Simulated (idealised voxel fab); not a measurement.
Name of the process module below: voxel lift off
Each square cell in cross-section cut measures 5 nm, and the section as a whole is 300 nm wide.
Cross-section layout: square cells on a grid; listed as bands, top to bottom; a band spans one or more cell rows.
Band entry format. Leading values: height of top, height of bottom, nm. Remainder: materials in left-to-right order, each with its width in nm. Special words: "everywhere" on a single material, which then fills the band edge to edge; "empty", empty space.
The level at which height equals 0 is the one under which the wafer, as it arrives, is entirely one material. No lower edge exists for the bottom band, which continues downward and is notated as in "0 and below".
When a width is written as two numbers, as in "30->40", the first number is the width in the top row of cells of the band and the second is the width in its bottom row, and the width changes by the same amount from each row to the next.
"same as before", as given for a step, is the statement that not any cell of the cross-section underwent a change during that step.
Closed-off voids of 8+ cells (no open route to the top) go in "Tabulated closed voids", written width x height at distance from the left edge, in nm.
Post-settings text on a step line: simulator's own remark regarding the step.
The "overlay nm" setting may appear on a step's line; for a step that uses a mask, it gives how far to the right of its planned position the mask lay, and a negative value indicates the left.
## Process steps foreseen in the plan
1 RECEIVE, material Si
2 CONFORMAL_DEP, material Al2O3, thk nm 5
3 PATTERN, tone open, mask id LINES, material resist, width nm 20, pitch nm 45, thk nm 15, overlay nm 0
4 DIRECTIONAL_DEP, material Ru, thk nm 5
5 STRIP, etch materials resist
6 CONFORMAL_DEP, material SiO2, thk nm 5
## Delivered wafer in cross-section: state after step 1
	0 and below | Si everywhere
	Tabulated closed voids: none
## Wafer cross-section at module end: first of two, run to plan
	15 down to 10 | empty (90), SiO2 (30), empty (15), SiO2 (30), empty (15), SiO2 (30), empty (90)
	10 down to 5 | SiO2 (95), Ru (20), SiO2 (25), Ru (20), SiO2 (25), Ru (20), SiO2 (95)
	5 down to 0 | Al2O3 everywhere
	0 and below | Si everywhere
	Tabulated closed voids: none
## Second wafer cross-section at end of module - shared start and plan with the first, one mistake in the run
	15 down to 10 | empty (80), SiO2 (30), empty (15), SiO2 (30), empty (15), SiO2 (30), empty (100)
	10 down to 5 | SiO2 (85), Ru (20), SiO2 (25), Ru (20), SiO2 (25), Ru (20), SiO2 (105)
	5 down to 0 | Al2O3 everywhere
	0 and below | Si everywhere
	Tabulated closed voids: none
Run error: step 3 did not happen as planned, as run it was PATTERN, tone open, mask id LINES, material resist, width nm 20, pitch nm 45, thk nm 15, overlay nm -10
Tallied in cells, the final second wafer holds each material in the same quantity as the first, although not at the same places.
